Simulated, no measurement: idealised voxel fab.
voxel local oxidation: a process module
Xsec cut, 205 nm wide, square cell size 5 nm.
Cross-section spec: square-cell grid; bands listed top down; each band is one or more rows.
Top, bottom (nm), then materials left to right with widths (nm); lone material tagged "throughout" fills the whole band edge to edge; "empty" = empty space.
All heights in this document are referenced to 0, defined as the level beneath which the wafer, as received, consists entirely of one material. The lowest band is not bounded below; it extends indefinitely downward and is written in the form "0 -> down".
Read "30->40" as a graded width: first number on top, second number at the bottom, same change between each pair of neighbouring rows.
Where the words "left unchanged" appear for a step, the cross-section shows no cell changed by that step; every cell remained as before.
Look at "Sealed void listing" for the closed voids: empty spaces with no open path to the top, sized 8 cells or up. Each is width x height at distance, distance from the left edge, all nm.
Note: text after step settings on the step line = simulator remark on that step.
overlay nm: mask offset rightward from planned place, masked step; negative means leftward offset.

[The steps planned for the process are as follows]
1: RECEIVE,material Si
2: CONFORMAL_DEP,material SiO2,thk nm 5
3: CONFORMAL_DEP,material SiN,thk nm 10
4: DIRECTIONAL_DEP,material aC,thk nm 15
5: PATTERN,tone cover,mask id ACTIVE,material resist,width nm 105,thk nm 30,overlay nm 0
6: DIRECTIONAL_ETCH,etch materials aC,depth nm 15
7: STRIP,etch materials resist
8: DIRECTIONAL_ETCH,etch materials SiN,depth nm 10
9: STRIP,etch materials aC
10: SELECTIVE_ETCH,etch materials SiO2,depth nm 5
11: OXIDIZE,depth nm 15
12: STRIP,etch materials SiN

[So this is the incoming wafer in cross-section - it's already been through step 1]
> 0 -> down | Si throughout
> Sealed void listing: none

[This is how the wafer looks in cross-section once the module is done, given the starting state and plan above and one mistake in carrying the plan out]
> 0 -> -15 | 65 SiO2, 75 Si, 65 SiO2
> -15 -> down | Si throughout
> Sealed void listing: none
Deviation from plan: yeah, step 2 of the plan got skipped, never ran
